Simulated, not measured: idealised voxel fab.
process module | voxel self aligned vias
FYI the section here is cut, 220 nm wide, cells are 5 nm squares.
Bands, listed from the top down, are how a cross-section gets written in this document; the cross-section itself is a grid of square cells, and a band is one or more rows of them. Top, bottom (nm), then materials left to right with widths (nm); lone material tagged "throughout" fills the whole band edge to edge; "blank" = empty space. Beneath 0, the wafer as received is one material, and that level is where height counting begins. The lowest band goes on downward without a bottom; it is written like "z 0 and below". Read "30->40" as a graded width: first number on top, second number at the bottom, same change between each pair of neighbouring rows. "no modifications" for a step: no cell of the cross-section changed in that step. Empty spaces counting at least 8 cells and having no open way to the top are listed in "Internal closed voids". The notation width x height at distance is used for each, the distance being from the left edge and all three values in nm. Where a step's line continues beyond its settings, the continuation is a remark by the simulator itself on that step. overlay nm: step with mask; distance mask lay right of planned place; negative value = left of planned place.

LISTED BELOW ARE THE PROCESS STEPS AS PLANNED
step 1: RECEIVE | material Si
step 2: CONFORMAL_DEP | material SiO2 | thk nm 10
step 3: CONFORMAL_DEP | material SiCN | thk nm 5
step 4: DIRECTIONAL_DEP | material lowk | thk nm 20
step 5: PATTERN | tone open | mask id LINES | material resist | width nm 25 | pitch nm 70 | thk nm 20 | overlay nm 0
step 6: DIRECTIONAL_ETCH | etch materials lowk | depth nm 20
step 7: STRIP | etch materials resist
step 8: CONFORMAL_DEP | material TiN | thk nm 5
step 9: FILL_DEP | material Ru | thk nm 5
step 10: CMP | height nm 35
step 11: SELECTIVE_ETCH | etch materials W Ru TiN | depth nm 10
step 12: FILL_DEP | material SiN | thk nm 5
step 13: CMP | height nm 35
step 14: DIRECTIONAL_DEP | material lowk | thk nm 20
step 15: DIRECTIONAL_DEP | material aC | thk nm 10
step 16: PATTERN | tone open | mask id VIAS | material resist | width nm 45 | pitch nm 70 | thk nm 25 | overlay nm 0
step 17: DIRECTIONAL_ETCH | etch materials aC | depth nm 10
step 18: STRIP | etch materials resist
step 19: DIRECTIONAL_ETCH | etch materials lowk | depth nm 20
step 20: DIRECTIONAL_ETCH | etch materials SiN | depth nm 10
step 21: STRIP | etch materials aC
step 22: CONFORMAL_DEP | material TiN | thk nm 5
step 23: FILL_DEP | material Ru | thk nm 10
step 24: CMP | height nm 55
step 25: CONFORMAL_DEP | material SiCN | thk nm 5

ACCOUNT OF THE FIRST OF TWO WAFERS, WHICH WAS PROCESSED AS INTENDED

CROSS-SECTION: WAFER ON ARRIVAL = AFTER STEP 1
* z 0 and below  Si throughout
* Internal closed voids: none

SO THIS IS THE WAFER CROSS-SECTION RIGHT AFTER STEP 2
* z 10 to 0  SiO2 throughout
* Below 0 it's all the same as before, nothing changed down there.

SO THIS IS THE WAFER CROSS-SECTION RIGHT AFTER STEP 3
* z 15 to 10  SiCN throughout
* Below 10 it's all the same as before, nothing changed down there.

SO THIS IS THE WAFER CROSS-SECTION RIGHT AFTER STEP 4
* z 35 to 15  lowk throughout
* Below 15 it's all the same as before, nothing changed down there.

SO THIS IS THE WAFER CROSS-SECTION RIGHT AFTER STEP 5
* z 55 to 35  resist 60 / blank 25 / resist 45 / blank 25 / resist 65
* Below 35 it's all the same as before, nothing changed down there.

SO THIS IS THE WAFER CROSS-SECTION RIGHT AFTER STEP 6
* z 55 to 35  resist 60 / blank 25 / resist 45 / blank 25 / resist 65
* z 35 to 15  lowk 60 / blank 25 / lowk 45 / blank 25 / lowk 65
* Below 15 it's all the same as before, nothing changed down there.

SO THIS IS THE WAFER CROSS-SECTION RIGHT AFTER STEP 7
* z 35 to 15  lowk 60 / blank 25 / lowk 45 / blank 25 / lowk 65
* Below 15 it's all the same as before, nothing changed down there.

SO THIS IS THE WAFER CROSS-SECTION RIGHT AFTER STEP 8
* z 40 to 35  TiN 65 / blank 15 / TiN 55 / blank 15 / TiN 70
* z 35 to 20  lowk 60 / TiN 5 / blank 15 / TiN 5 / lowk 45 / TiN 5 / blank 15 / TiN 5 / lowk 65
* z 20 to 15  lowk 60 / TiN 25 / lowk 45 / TiN 25 / lowk 65
* Below 15 it's all the same as before, nothing changed down there.

SO THIS IS THE WAFER CROSS-SECTION RIGHT AFTER STEP 9
* z 45 to 40  Ru throughout
* z 40 to 35  TiN 65 / Ru 15 / TiN 55 / Ru 15 / TiN 70
* z 35 to 20  lowk 60 / TiN 5 / Ru 15 / TiN 5 / lowk 45 / TiN 5 / Ru 15 / TiN 5 / lowk 65
* Below 20 it's all the same as before, nothing changed down there.

SO THIS IS THE WAFER CROSS-SECTION RIGHT AFTER STEP 10
* z 35 to 20  lowk 60 / TiN 5 / Ru 15 / TiN 5 / lowk 45 / TiN 5 / Ru 15 / TiN 5 / lowk 65
* Below 20 it's all the same as before, nothing changed down there.

SO THIS IS THE WAFER CROSS-SECTION RIGHT AFTER STEP 11
* z 35 to 25  lowk 60 / blank 25 / lowk 45 / blank 25 / lowk 65
* Below 25 it's all the same as before, nothing changed down there.

SO THIS IS THE WAFER CROSS-SECTION RIGHT AFTER STEP 12
* z 40 to 35  SiN throughout
* z 35 to 25  lowk 60 / SiN 25 / lowk 45 / SiN 25 / lowk 65
* Below 25 it's all the same as before, nothing changed down there.

SO THIS IS THE WAFER CROSS-SECTION RIGHT AFTER STEP 13
* z 35 to 25  lowk 60 / SiN 25 / lowk 45 / SiN 25 / lowk 65
* Below 25 it's all the same as before, nothing changed down there.

SO THIS IS THE WAFER CROSS-SECTION RIGHT AFTER STEP 14
* z 55 to 35  lowk throughout
* Below 35 it's all the same as before, nothing changed down there.

SO THIS IS THE WAFER CROSS-SECTION RIGHT AFTER STEP 15
* z 65 to 55  aC throughout
* Below 55 it's all the same as before, nothing changed down there.

SO THIS IS THE WAFER CROSS-SECTION RIGHT AFTER STEP 16
* z 90 to 65  resist 50 / blank 45 / resist 25 / blank 45 / resist 55
* Below 65 it's all the same as before, nothing changed down there.

SO THIS IS THE WAFER CROSS-SECTION RIGHT AFTER STEP 17
* z 80 to 65  resist 50 / blank 45 / resist 25 / blank 45 / resist 55
* z 65 to 55  aC 50 / blank 45 / aC 25 / blank 45 / aC 55
* Below 55 it's all the same as before, nothing changed down there.

SO THIS IS THE WAFER CROSS-SECTION RIGHT AFTER STEP 18
* z 65 to 55  aC 50 / blank 45 / aC 25 / blank 45 / aC 55
* Below 55 it's all the same as before, nothing changed down there.

SO THIS IS THE WAFER CROSS-SECTION RIGHT AFTER STEP 19
* z 65 to 55  aC 50 / blank 45 / aC 25 / blank 45 / aC 55
* z 55 to 35  lowk 50 / blank 45 / lowk 25 / blank 45 / lowk 55
* Below 35 it's all the same as before, nothing changed down there.

SO THIS IS THE WAFER CROSS-SECTION RIGHT AFTER STEP 20
* z 65 to 55  aC 50 / blank 45 / aC 25 / blank 45 / aC 55
* z 55 to 35  lowk 50 / blank 45 / lowk 25 / blank 45 / lowk 55
* z 35 to 25  lowk 60 / blank 25 / lowk 45 / blank 25 / lowk 65
* Below 25 it's all the same as before, nothing changed down there.

SO THIS IS THE WAFER CROSS-SECTION RIGHT AFTER STEP 21
* z 55 to 35  lowk 50 / blank 45 / lowk 25 / blank 45 / lowk 55
* Below 35 it's all the same as before, nothing changed down there.

SO THIS IS THE WAFER CROSS-SECTION RIGHT AFTER STEP 22
* z 60 to 55  TiN 55 / blank 35 / TiN 35 / blank 35 / TiN 60
* z 55 to 40  lowk 50 / TiN 5 / blank 35 / TiN 5 / lowk 25 / TiN 5 / blank 35 / TiN 5 / lowk 55
* z 40 to 30  lowk 50->60 / TiN 15->5 / blank 15 / TiN 15->5 / lowk 25->45 / TiN 15->5 / blank 15 / TiN 15->5 / lowk 55->65
* z 30 to 25  lowk 60 / TiN 25 / lowk 45 / TiN 25 / lowk 65
* Below 25 it's all the same as before, nothing changed down there.

SO THIS IS THE WAFER CROSS-SECTION RIGHT AFTER STEP 23
* z 70 to 60  Ru throughout
* z 60 to 55  TiN 55 / Ru 35 / TiN 35 / Ru 35 / TiN 60
* z 55 to 40  lowk 50 / TiN 5 / Ru 35 / TiN 5 / lowk 25 / TiN 5 / Ru 35 / TiN 5 / lowk 55
* z 40 to 30  lowk 50->60 / TiN 15->5 / Ru 15 / TiN 15->5 / lowk 25->45 / TiN 15->5 / Ru 15 / TiN 15->5 / lowk 55->65
* Below 30 it's all the same as before, nothing changed down there.

SO THIS IS THE WAFER CROSS-SECTION RIGHT AFTER STEP 24
* z 55 to 40  lowk 50 / TiN 5 / Ru 35 / TiN 5 / lowk 25 / TiN 5 / Ru 35 / TiN 5 / lowk 55
* Below 40 it's all the same as before, nothing changed down there.

SO THIS IS THE WAFER CROSS-SECTION RIGHT AFTER STEP 25
* z 60 to 55  SiCN throughout
* Below 55 it's all the same as before, nothing changed down there.

IT IS TO BE NOTED THAT THE SECOND WAFER PROCEEDED FROM THE SAME INITIAL STATE AND ACCORDING TO THE SAME PLAN AS THE FIRST, ALTHOUGH ONE MISTAKE WAS COMMITTED IN ITS EXECUTION; THROUGH STEP 18, INCLUSIVE, THE TWO WAFERS SHARE AN IDENTICAL HISTORY

CROSS-SECTION OF THE SECOND WAFER WHEN, ACCORDING TO PLAN, STEP 19 SHOULD HAVE FINISHED
* z 65 to 55  aC 50 / blank 45 / aC 25 / blank 45 / aC 55
* z 55 to 35  lowk 50 / blank 45 / lowk 25 / blank 45 / lowk 55
* z 35 to 25  lowk 50 / blank 10 / SiN 25 / blank 10 / lowk 25 / blank 10 / SiN 25 / blank 10 / lowk 55
* z 25 to 20  lowk 50 / blank 10 / TiN 5 / Ru 15 / TiN 5 / blank 10 / lowk 25 / blank 10 / TiN 5 / Ru 15 / TiN 5 / blank 10 / lowk 55
* z 20 to 15  lowk 50 / blank 10 / TiN 25 / blank 10 / lowk 25 / blank 10 / TiN 25 / blank 10 / lowk 55
* Below 15 it's all the same as before, nothing changed down there.

CROSS-SECTION OF THE SECOND WAFER WHEN, ACCORDING TO PLAN, STEP 20 SHOULD HAVE FINISHED
* z 65 to 55  aC 50 / blank 45 / aC 25 / blank 45 / aC 55
* z 55 to 25  lowk 50 / blank 45 / lowk 25 / blank 45 / lowk 55
* Below 25 it's all the same as before, nothing changed down there.

CROSS-SECTION OF THE SECOND WAFER WHEN, ACCORDING TO PLAN, STEP 21 SHOULD HAVE FINISHED
* z 55 to 25  lowk 50 / blank 45 / lowk 25 / blank 45 / lowk 55
* Below 25 it's all the same as before, nothing changed down there.

CROSS-SECTION OF THE SECOND WAFER WHEN, ACCORDING TO PLAN, STEP 22 SHOULD HAVE FINISHED
* z 60 to 55  TiN 55 / blank 35 / TiN 35 / blank 35 / TiN 60
* z 55 to 30  lowk 50 / TiN 5 / blank 35 / TiN 5 / lowk 25 / TiN 5 / blank 35 / TiN 5 / lowk 55
* z 30 to 25  lowk 50 / TiN 45 / lowk 25 / TiN 45 / lowk 55
* z 25 to 20  lowk 50 / TiN 15 / Ru 15 / TiN 15 / lowk 25 / TiN 15 / Ru 15 / TiN 15 / lowk 55
* z 20 to 15  lowk 50 / TiN 45 / lowk 25 / TiN 45 / lowk 55
* Below 15 it's all the same as before, nothing changed down there.

CROSS-SECTION OF THE SECOND WAFER WHEN, ACCORDING TO PLAN, STEP 23 SHOULD HAVE FINISHED
* z 70 to 60  Ru throughout
* z 60 to 55  TiN 55 / Ru 35 / TiN 35 / Ru 35 / TiN 60
* z 55 to 30  lowk 50 / TiN 5 / Ru 35 / TiN 5 / lowk 25 / TiN 5 / Ru 35 / TiN 5 / lowk 55
* Below 30 it's all the same as before, nothing changed down there.

CROSS-SECTION OF THE SECOND WAFER WHEN, ACCORDING TO PLAN, STEP 24 SHOULD HAVE FINISHED
* z 55 to 30  lowk 50 / TiN 5 / Ru 35 / TiN 5 / lowk 25 / TiN 5 / Ru 35 / TiN 5 / lowk 55
* Below 30 it's all the same as before, nothing changed down there.

CROSS-SECTION OF THE SECOND WAFER WHEN, ACCORDING TO PLAN, STEP 25 SHOULD HAVE FINISHED
* z 60 to 55  SiCN throughout
* Below 55 it's all the same as before, nothing changed down there.
Nonconformance to the process plan: step 19 of the plan was executed twice over
Final difference in cells, second wafer against first, listed per material as more or fewer: Ru +16 | TiN +16 | lowk -32
